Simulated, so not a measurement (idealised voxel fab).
process module | voxel transistor to metal
cross-section cut | 210 nm wide | cells 5 nm
A cross-section is a grid of square cells, given in bands from the top down. A band is one or more rows of cells.
Each band's line starts with the height of the band's top and of its bottom, in nm. Then come its materials from left to right, each with its width in nm. One material with "throughout" fills the band from edge to edge. "air" is empty space.
Height 0 is the level under which the wafer as received is all one material. The lowest band goes on downwards, as in "0 down".
A width such as "30 to 40" changes by the same amount from each row of cells to the next, from the band's top row to its bottom row.
"no change" after a step means that no cell of the cross-section changed.
closed voids: empty space of 8 cells or more with no open way to the top, each as width x height at its distance from the left edge, in nm
after a step's settings: what the simulator itself notes on the step
overlay nm, on a step with a mask: how far to the right of its planned place the mask lay; to the left if negative
plan
1 op RECEIVE | material Si
2 op OXIDIZE | depth nm 5
3 op CONFORMAL_DEP | material SiN | thk nm 10
4 op MASKED_ETCH | tone cover | mask id ACTIVE | width nm 110 | etch materials SiN | depth nm 10 | overlay nm 0
5 op MASKED_ETCH | tone cover | mask id ACTIVE | width nm 110 | etch materials SiO2 | depth nm 5 | overlay nm 0
6 op MASKED_ETCH | tone cover | mask id ACTIVE | width nm 110 | etch materials Si | depth nm 20 | overlay nm 0
7 op FILL_DEP | material SiO2 | thk nm 10
8 op CMP | height nm 10
9 op SELECTIVE_ETCH | etch materials SiO2 | depth nm 10
10 op STRIP | etch materials SiN
11 op SELECTIVE_ETCH | etch materials SiO2 | depth nm 5
12 op OXIDIZE | depth nm 5
13 op DIRECTIONAL_DEP | material polySi | thk nm 20
14 op DIRECTIONAL_DEP | material SiCN | thk nm 15
15 op DIRECTIONAL_DEP | material aC | thk nm 10
16 op PATTERN | tone cover | mask id GATE | material resist | width nm 30 | thk nm 25 | overlay nm 0
17 op DIRECTIONAL_ETCH | etch materials aC | depth nm 10
18 op STRIP | etch materials resist
19 op DIRECTIONAL_ETCH | etch materials SiCN | depth nm 25
20 op DIRECTIONAL_ETCH | etch materials polySi | depth nm 30
21 op STRIP | etch materials aC
22 op CONFORMAL_DEP | material SiN | thk nm 10
23 op DIRECTIONAL_ETCH | etch materials SiN | depth nm 10
24 op DIRECTIONAL_ETCH | etch materials SiO2 | depth nm 5
25 op DIRECTIONAL_ETCH | etch materials Si | depth nm 15
26 op EPI | material nSi | thk nm 20
27 op FILL_DEP | material SiO2 | thk nm 10
28 op CMP | height nm 15
29 op STRIP | etch materials polySi
30 op SELECTIVE_ETCH | etch materials SiO2 | depth nm 5
31 op CONFORMAL_DEP | material HfO2 | thk nm 5
32 op CONFORMAL_DEP | material TiN | thk nm 5
33 op FILL_DEP | material W | thk nm 10
34 op CMP | height nm 10
35 op DIRECTIONAL_DEP | material SiO2 | thk nm 10
36 op DIRECTIONAL_DEP | material aC | thk nm 15
37 op PATTERN | tone open | mask id CONTACT | material resist | width nm 15 | pitch nm 75 | thk nm 35 | overlay nm 0
38 op DIRECTIONAL_ETCH | etch materials aC | depth nm 15
39 op STRIP | etch materials resist
40 op DIRECTIONAL_ETCH | etch materials SiO2 | depth nm 10
41 op STRIP | etch materials aC
42 op CONFORMAL_DEP | material TiN | thk nm 5
43 op FILL_DEP | material Ru | thk nm 10
44 op CMP | height nm 20
45 op CONFORMAL_DEP | material SiCN | thk nm 5
46 op DIRECTIONAL_DEP | material SiO2 | thk nm 15
47 op PATTERN | tone open | mask id METAL_1 | material resist | width nm 15 | pitch nm 75 | thk nm 20 | overlay nm 0
48 op DIRECTIONAL_ETCH | etch materials SiO2 | depth nm 15
49 op DIRECTIONAL_ETCH | etch materials SiCN | depth nm 5
50 op STRIP | etch materials resist
51 op CONFORMAL_DEP | material TiN | thk nm 5
52 op FILL_DEP | material Ru | thk nm 10
53 op CMP | height nm 40
54 op CONFORMAL_DEP | material SiN | thk nm 5
as received, after step 1
  0 down: Si throughout
  closed voids: none
a wafer at the end: this start, this plan, one mistake
  55 to 50: SiN throughout
  50 to 45: Ru throughout
  45 to 40: TiN 65 | Ru 5 | TiN 70 | Ru 5 | TiN 65
  40 to 25: SiO2 60 | TiN 5 | Ru 5 | TiN 5 | SiO2 60 | TiN 5 | Ru 5 | TiN 5 | SiO2 60
  25 to 20: SiCN 60 | TiN 15 | SiCN 60 | TiN 15 | SiCN 60
  20 to 15: SiO2 60 | TiN 5 | Ru 5 | TiN 5 | SiO2 60 | TiN 5 | Ru 5 | TiN 5 | SiO2 60
  15 to 10: SiO2 60 | TiN 15 | SiO2 60 | TiN 15 | SiO2 60
  10 to 0: SiO2 60 | nSi 20 | SiN 10 | HfO2 5 | TiN 5 | W 10 | TiN 5 | HfO2 5 | SiN 10 | nSi 20 | SiO2 60
  0 to -5: SiO2 60 | nSi 20 | SiN 10 | HfO2 5 | TiN 20 | HfO2 5 | SiN 10 | nSi 20 | SiO2 60
  -5 to -10: SiO2 45 | nSi 35 | SiO2 5 | HfO2 40 | SiO2 5 | nSi 35 | SiO2 45
  -10 to -25: SiO2 50 | nSi 30 | Si 50 | nSi 30 | SiO2 50
  -25 down: Si throughout
  closed voids: none
what went wrong: step 53 ran as: op CMP | height nm 50
